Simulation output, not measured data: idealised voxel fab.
Herein follows the process module entitled voxel self aligned vias.
Shown is cross-section cut, with a width of 235 nm and square cells of size 5 nm.
Think of the cross-section as a grid of square cells. We describe it in bands, top to bottom, and each band covers one or more rows of those cells.
This entry defines a band. It first specifies the height of the band's top and the height of its bottom in nm, and then specifies the band's materials from left to right, stating each material with its width in nm. The word "edge to edge" identifies a single material that fills the band from edge to edge, while the word "empty" identifies empty space.
Ref level 0: as-received wafer is one material below here. Bottom band extends down with no lower bound ("0 nm and below").
A two-number width, for instance "30->40", indicates that the width is equal to the first number in the top row of the band and to the second number in the bottom row, and that it changes by a constant amount per row of cells.
A step reported as "no change occurred" is a step in which no cell of the cross-section changed.
Heads up: "Entrapped void list" only lists the empty pockets with no open path to the top that are 8 cells or more, and it writes them as width x height at distance, distance from the left edge, in nm.
Heads up: the bit after the settings on a step's line is the simulator's remark on that step.
overlay nm, on a step with a mask: how far to the right of its planned place the mask lay; to the left if negative
Intended process steps:
1: RECEIVE | material Si
2: CONFORMAL_DEP | material SiO2 | thk nm 15
3: CONFORMAL_DEP | material SiCN | thk nm 5
4: DIRECTIONAL_DEP | material SiO2 | thk nm 30
5: MASKED_ETCH | tone open | mask id LINES | width nm 30 | pitch nm 65 | etch materials SiO2 | depth nm 30 | overlay nm 0
6: CONFORMAL_DEP | material TiN | thk nm 5
7: FILL_DEP | material Ru | thk nm 10
8: CMP | height nm 50
9: SELECTIVE_ETCH | etch materials W Ru TiN | depth nm 5
10: FILL_DEP | material SiN | thk nm 5
11: CMP | height nm 50
12: DIRECTIONAL_DEP | material SiO2 | thk nm 20
13: DIRECTIONAL_DEP | material aC | thk nm 10
14: PATTERN | tone open | mask id VIAS | material resist | width nm 40 | pitch nm 65 | thk nm 25 | overlay nm 0
15: DIRECTIONAL_ETCH | etch materials aC | depth nm 10
16: STRIP | etch materials resist
17: DIRECTIONAL_ETCH | etch materials SiO2 | depth nm 20
18: DIRECTIONAL_ETCH | etch materials SiN | depth nm 5
19: STRIP | etch materials aC
20: CONFORMAL_DEP | material TiN | thk nm 5
21: FILL_DEP | material W | thk nm 5
22: CMP | height nm 70
23: CONFORMAL_DEP | material SiN | thk nm 5
Cross-section of the incoming wafer, state after step 1:
    0 nm and below | Si edge to edge
    Entrapped void list: none
Same starting wafer, same plan as above, one mistake in the execution; this is the cross-section at the end of the module:
    75 nm to 70 nm | SiN edge to edge
    70 nm to 55 nm | 65 of SiO2 / 5 of TiN / 30 of W / 5 of TiN / 25 of SiO2 / 5 of TiN / 30 of W / 5 of TiN / 65 of SiO2
    55 nm to 50 nm | 65 of SiO2 / 15 of TiN / 10 of W / 15 of TiN / 25 of SiO2 / 15 of TiN / 10 of W / 15 of TiN / 65 of SiO2
    50 nm to 45 nm | 75 of SiO2 / 20 of TiN / 45 of SiO2 / 20 of TiN / 75 of SiO2
    45 nm to 25 nm | 75 of SiO2 / 5 of TiN / 10 of Ru / 5 of TiN / 45 of SiO2 / 5 of TiN / 10 of Ru / 5 of TiN / 75 of SiO2
    25 nm to 20 nm | 75 of SiO2 / 20 of TiN / 45 of SiO2 / 20 of TiN / 75 of SiO2
    20 nm to 15 nm | SiCN edge to edge
    15 nm to 0 nm | SiO2 edge to edge
    0 nm and below | Si edge to edge
    Entrapped void list: none
Plan not followed: step 5 ran differently from the plan; actual operation with settings: MASKED_ETCH | tone open | mask id LINES | width nm 20 | pitch nm 65 | etch materials SiO2 | depth nm 30 | overlay nm 0
